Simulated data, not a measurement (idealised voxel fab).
process module | voxel ribs on slabs
cross-section cut | 280 nm wide | cells 5 nm
A cross-section is a grid of square cells, given in bands from the top down. A band is one or more rows of cells.
Each band's line starts with the height of the band's top and of its bottom, in nm. Then come its materials from left to right, each with its width in nm. One material with "throughout" fills the band from edge to edge. "air" is empty space.
Height 0 is the level under which the wafer as received is all one material. The lowest band goes on downwards, as in "0 down".
A width such as "30 to 40" changes by the same amount from each row of cells to the next, from the band's top row to its bottom row.
"no change" after a step means that no cell of the cross-section changed.
closed voids: empty space of 8 cells or more with no open way to the top, each as width x height at its distance from the left edge, in nm
after a step's settings: what the simulator itself notes on the step
overlay nm, on a step with a mask: how far to the right of its planned place the mask lay; to the left if negative
plan
1 op RECEIVE | material Si
2 op DIRECTIONAL_DEP | material SiO2 | thk nm 25
3 op DIRECTIONAL_DEP | material polySi | thk nm 25
4 op MASKED_ETCH | tone cover | mask id RIB | width nm 25 | etch materials polySi | depth nm 10 | overlay nm 0
5 op DIRECTIONAL_DEP | material aC | thk nm 15
6 op PATTERN | tone cover | mask id SLAB | material resist | width nm 55 | thk nm 35 | overlay nm 0
7 op DIRECTIONAL_ETCH | etch materials aC | depth nm 15
8 op STRIP | etch materials resist
9 op DIRECTIONAL_ETCH | etch materials polySi | depth nm 15
10 op STRIP | etch materials aC
11 op FILL_DEP | material SiO2 | thk nm 15
12 op CMP | height nm 60
13 op DIRECTIONAL_DEP | material TiN | thk nm 10
14 op MASKED_ETCH | tone cover | mask id HEATER | width nm 35 | etch materials TiN | depth nm 10 | overlay nm 0
15 op CONFORMAL_DEP | material SiN | thk nm 5
first wafer, as planned
as received, after step 1
  0 down: Si throughout
  closed voids: none
after step 2
  25 to 0: SiO2 throughout
  below 0: unchanged
after step 3
  50 to 25: polySi throughout
  below 25: unchanged
after step 4
  50 to 40: air 125 | polySi 25 | air 130
  below 40: unchanged
after step 5
  65 to 55: air 125 | aC 25 | air 130
  55 to 50: aC throughout
  50 to 40: aC 125 | polySi 25 | aC 130
  below 40: unchanged
after step 6
  100 to 65: air 110 | resist 55 | air 115
  65 to 55: air 110 | resist 15 | aC 25 | resist 15 | air 115
  below 55: unchanged
after step 7
  85 to 65: air 110 | resist 55 | air 115
  65 to 55: air 110 | resist 15 | aC 25 | resist 15 | air 115
  55 to 50: air 110 | aC 55 | air 115
  50 to 40: air 110 | aC 15 | polySi 25 | aC 15 | air 115
  below 40: unchanged
after step 8
  65 to 55: air 125 | aC 25 | air 130
  below 55: unchanged
after step 9
  65 to 55: air 125 | aC 25 | air 130
  55 to 50: air 110 | aC 55 | air 115
  50 to 40: air 110 | aC 15 | polySi 25 | aC 15 | air 115
  40 to 25: air 110 | polySi 55 | air 115
  below 25: unchanged
after step 10
  50 to 40: air 125 | polySi 25 | air 130
  below 40: unchanged
after step 11
  65 to 50: SiO2 throughout
  50 to 40: SiO2 125 | polySi 25 | SiO2 130
  40 to 25: SiO2 110 | polySi 55 | SiO2 115
  below 25: unchanged
after step 12
  60 to 50: SiO2 throughout
  below 50: unchanged
after step 13
  70 to 60: TiN throughout
  below 60: unchanged
after step 14
  70 to 60: air 120 | TiN 35 | air 125
  below 60: unchanged
after step 15
  75 to 70: air 115 | SiN 45 | air 120
  70 to 65: air 115 | SiN 5 | TiN 35 | SiN 5 | air 120
  65 to 60: SiN 120 | TiN 35 | SiN 125
  below 60: unchanged
second wafer: like start, like plan, one mistake. Through step 14 it matches the first wafer
when step 15 should have ended: no change
what went wrong: step 15 was left out
at the end the second wafer has, in cells: 60 fewer of SiN
